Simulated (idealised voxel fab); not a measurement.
Process module under the name voxel quadruple lines
290 nm wide, 5 nm square cells: that's cross-section cut.
Cross-section, as written here: a square-cell grid given band by band from the top down, where a band holds one or more rows of cells.
Quick guide to a band line: top height, bottom height (nm) up front; then every material left to right with its width in nm. Only one material and it's marked "everywhere"? Then it fills the band edge to edge. And "air" just means empty space.
A quick word on heights: they are counted from 0, and under that level the wafer as it came to us is one material throughout. The lowest band is different from the rest in having no bottom; it simply continues downward, written as in "0 nm and below".
Per-row width for "30..40": begins at first number (top row of band), ends at second number (bottom row), increment between rows held constant.
"remained unchanged" -> step changed no cross-section cell.
If an empty space has no open way to the top and is at least 8 cells in size, "Enclosed empty spaces" lists it, written width x height at distance, where distance is measured from the left edge and every value is in nm.
Heads up: the bit after the settings on a step's line is the simulator's remark on that step.
The "overlay nm" setting may appear on a step's line; for a step that uses a mask, it gives how far to the right of its planned position the mask lay, and a negative value indicates the left.

## Steps in the process plan
1. RECEIVE,material Si
2. CONFORMAL_DEP,material Al2O3,thk nm 10
3. DIRECTIONAL_DEP,material Ru,thk nm 10
4. DIRECTIONAL_DEP,material polySi,thk nm 20
5. DIRECTIONAL_DEP,material aC,thk nm 20
6. PATTERN,tone cover,mask id MANDREL,material resist,width nm 25,thk nm 25,overlay nm 0
7. DIRECTIONAL_ETCH,etch materials aC,depth nm 20
8. STRIP,etch materials resist
9. CONFORMAL_DEP,material SiO2,thk nm 15
10. DIRECTIONAL_ETCH,etch materials SiO2,depth nm 15
11. STRIP,etch materials aC
12. DIRECTIONAL_ETCH,etch materials polySi,depth nm 20
13. STRIP,etch materials SiO2
14. CONFORMAL_DEP,material SiN,thk nm 5
15. DIRECTIONAL_ETCH,etch materials SiN,depth nm 5
16. STRIP,etch materials polySi
17. DIRECTIONAL_ETCH,etch materials Ru,depth nm 10
18. STRIP,etch materials SiN

## Account of the first of two wafers, which was processed as intended

## The cross-section here shows the wafer as received, i.e. in its state after step 1
0 nm and below = Si everywhere
Enclosed empty spaces: none

## Step 2 complete: cross-section through the wafer
10 nm to 0 nm = Al2O3 everywhere
Note: structure below 0 unchanged.

## Step 3 complete: cross-section through the wafer
20 nm to 10 nm = Ru everywhere
Note: structure below 10 unchanged.

## Step 4 complete: cross-section through the wafer
40 nm to 20 nm = polySi everywhere
Note: structure below 20 unchanged.

## Step 5 complete: cross-section through the wafer
60 nm to 40 nm = aC everywhere
Note: structure below 40 unchanged.

## Step 6 complete: cross-section through the wafer
85 nm to 60 nm = 130 of air; 25 of resist; 135 of air
Note: structure below 60 unchanged.

## Step 7 complete: cross-section through the wafer
65 nm to 60 nm = 130 of air; 25 of resist; 135 of air
60 nm to 40 nm = 130 of air; 25 of aC; 135 of air
Note: structure below 40 unchanged.

## Step 8 complete: cross-section through the wafer
60 nm to 40 nm = 130 of air; 25 of aC; 135 of air
Note: structure below 40 unchanged.

## Step 9 complete: cross-section through the wafer
75 nm to 60 nm = 115 of air; 55 of SiO2; 120 of air
60 nm to 55 nm = 115 of air; 15 of SiO2; 25 of aC; 15 of SiO2; 120 of air
55 nm to 40 nm = 130 of SiO2; 25 of aC; 135 of SiO2
Note: structure below 40 unchanged.

## Step 10 complete: cross-section through the wafer
60 nm to 40 nm = 115 of air; 15 of SiO2; 25 of aC; 15 of SiO2; 120 of air
Note: structure below 40 unchanged.

## Step 11 complete: cross-section through the wafer
60 nm to 40 nm = 115 of air; 15 of SiO2; 25 of air; 15 of SiO2; 120 of air
Note: structure below 40 unchanged.

## Step 12 complete: cross-section through the wafer
60 nm to 40 nm = 115 of air; 15 of SiO2; 25 of air; 15 of SiO2; 120 of air
40 nm to 20 nm = 115 of air; 15 of polySi; 25 of air; 15 of polySi; 120 of air
Note: structure below 20 unchanged.

## Step 13 complete: cross-section through the wafer
40 nm to 20 nm = 115 of air; 15 of polySi; 25 of air; 15 of polySi; 120 of air
Note: structure below 20 unchanged.

## Step 14 complete: cross-section through the wafer
45 nm to 40 nm = 110 of air; 25 of SiN; 15 of air; 25 of SiN; 115 of air
40 nm to 25 nm = 110 of air; 5 of SiN; 15 of polySi; 5 of SiN; 15 of air; 5 of SiN; 15 of polySi; 5 of SiN; 115 of air
25 nm to 20 nm = 115 of SiN; 15 of polySi; 25 of SiN; 15 of polySi; 120 of SiN
Note: structure below 20 unchanged.

## Step 15 complete: cross-section through the wafer
40 nm to 20 nm = 110 of air; 5 of SiN; 15 of polySi; 5 of SiN; 15 of air; 5 of SiN; 15 of polySi; 5 of SiN; 115 of air
Note: structure below 20 unchanged.

## Step 16 complete: cross-section through the wafer
40 nm to 20 nm = 110 of air; 5 of SiN; 15 of air; 5 of SiN; 15 of air; 5 of SiN; 15 of air; 5 of SiN; 115 of air
Note: structure below 20 unchanged.

## Step 17 complete: cross-section through the wafer
40 nm to 20 nm = 110 of air; 5 of SiN; 15 of air; 5 of SiN; 15 of air; 5 of SiN; 15 of air; 5 of SiN; 115 of air
20 nm to 10 nm = 110 of air; 5 of Ru; 15 of air; 5 of Ru; 15 of air; 5 of Ru; 15 of air; 5 of Ru; 115 of air
Note: structure below 10 unchanged.

## Step 18 complete: cross-section through the wafer
20 nm to 10 nm = 110 of air; 5 of Ru; 15 of air; 5 of Ru; 15 of air; 5 of Ru; 15 of air; 5 of Ru; 115 of air
Note: structure below 10 unchanged.

## The second wafer began exactly as the first did and followed the same plan, but one mistake was made while running it; through step 5 inclusive, the two wafers are identical

## Planned end of step 6: second wafer, cross-section
85 nm to 60 nm = 130 of resist; 25 of air; 135 of resist
Note: structure below 60 unchanged.

## Planned end of step 7: second wafer, cross-section
65 nm to 60 nm = 130 of resist; 25 of air; 135 of resist
60 nm to 40 nm = 130 of aC; 25 of air; 135 of aC
Note: structure below 40 unchanged.

## Planned end of step 8: second wafer, cross-section
60 nm to 40 nm = 130 of aC; 25 of air; 135 of aC
Note: structure below 40 unchanged.

## Planned end of step 9: second wafer, cross-section
75 nm to 60 nm = SiO2 everywhere
60 nm to 40 nm = 130 of aC; 25 of SiO2; 135 of aC
Note: structure below 40 unchanged.

## Planned end of step 10: second wafer, cross-section
60 nm to 40 nm = 130 of aC; 25 of SiO2; 135 of aC
Note: structure below 40 unchanged.

## Planned end of step 11: second wafer, cross-section
60 nm to 40 nm = 130 of air; 25 of SiO2; 135 of air
Note: structure below 40 unchanged.

## Planned end of step 12: second wafer, cross-section
60 nm to 40 nm = 130 of air; 25 of SiO2; 135 of air
40 nm to 20 nm = 130 of air; 25 of polySi; 135 of air
Note: structure below 20 unchanged.

## Planned end of step 13: second wafer, cross-section
40 nm to 20 nm = 130 of air; 25 of polySi; 135 of air
Note: structure below 20 unchanged.

## Planned end of step 14: second wafer, cross-section
45 nm to 40 nm = 125 of air; 35 of SiN; 130 of air
40 nm to 25 nm = 125 of air; 5 of SiN; 25 of polySi; 5 of SiN; 130 of air
25 nm to 20 nm = 130 of SiN; 25 of polySi; 135 of SiN
Note: structure below 20 unchanged.

## Planned end of step 15: second wafer, cross-section
40 nm to 20 nm = 125 of air; 5 of SiN; 25 of polySi; 5 of SiN; 130 of air
Note: structure below 20 unchanged.

## Planned end of step 16: second wafer, cross-section
40 nm to 20 nm = 125 of air; 5 of SiN; 25 of air; 5 of SiN; 130 of air
Note: structure below 20 unchanged.

## Planned end of step 17: second wafer, cross-section
40 nm to 20 nm = 125 of air; 5 of SiN; 25 of air; 5 of SiN; 130 of air
20 nm to 10 nm = 125 of air; 5 of Ru; 25 of air; 5 of Ru; 130 of air
Note: structure below 10 unchanged.

## Planned end of step 18: second wafer, cross-section
20 nm to 10 nm = 125 of air; 5 of Ru; 25 of air; 5 of Ru; 130 of air
Note: structure below 10 unchanged.
Plan not followed: step 6 was run on a setting that differed from the plan, and what really ran there is PATTERN,tone open,mask id MANDREL,material resist,width nm 25,thk nm 25,overlay nm 0
Heads up, by the end the second wafer has more or fewer cells of some materials compared to the first: Ru: 4 fewer
